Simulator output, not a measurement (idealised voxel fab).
process module | voxel double patterning
cross-section cut | 265 nm wide | cells 5 nm
A cross-section is a grid of square cells, given in bands from the top down. A band is one or more rows of cells.
Each band's line starts with the height of the band's top and of its bottom, in nm. Then come its materials from left to right, each with its width in nm. One material with "throughout" fills the band from edge to edge. "air" is empty space.
Height 0 is the level under which the wafer as received is all one material. The lowest band goes on downwards, as in "0 down".
A width such as "30 to 40" changes by the same amount from each row of cells to the next, from the band's top row to its bottom row.
"no change" after a step means that no cell of the cross-section changed.
closed voids: empty space of 8 cells or more with no open way to the top, each as width x height at its distance from the left edge, in nm
after a step's settings: what the simulator itself notes on the step
overlay nm, on a step with a mask: how far to the right of its planned place the mask lay; to the left if negative
plan
1 op RECEIVE | material Si
2 op CONFORMAL_DEP | material SiO2 | thk nm 10
3 op DIRECTIONAL_DEP | material polySi | thk nm 20
4 op DIRECTIONAL_DEP | material SiCN | thk nm 5
5 op DIRECTIONAL_DEP | material aC | thk nm 15
6 op PATTERN | tone open | mask id FIRST | material resist | width nm 15 | pitch nm 50 | thk nm 35 | overlay nm 0
7 op DIRECTIONAL_ETCH | etch materials aC | depth nm 15
8 op STRIP | etch materials resist
9 op DIRECTIONAL_ETCH | etch materials SiCN | depth nm 5
10 op STRIP | etch materials aC
11 op PATTERN | tone open | mask id SECOND | material resist | width nm 15 | thk nm 20 | overlay nm 0
12 op DIRECTIONAL_ETCH | etch materials SiCN | depth nm 5
13 op STRIP | etch materials resist
14 op DIRECTIONAL_ETCH | etch materials polySi | depth nm 20
15 op STRIP | etch materials SiCN
as received, after step 1
  0 down: Si throughout
  closed voids: none
first wafer at the end, as planned
  30 to 10: polySi 100 | air 15 | polySi 10 | air 15 | polySi 10 | air 15 | polySi 100
  10 to 0: SiO2 throughout
  0 down: Si throughout
  closed voids: none
second wafer at the end: like start, like plan, one mistake
  20 to 0: polySi 100 | air 15 | polySi 10 | air 15 | polySi 10 | air 15 | polySi 100
  0 down: Si throughout
  closed voids: none
what went wrong: step 2 was left out
at the end the second wafer has, in cells: 106 fewer of SiO2
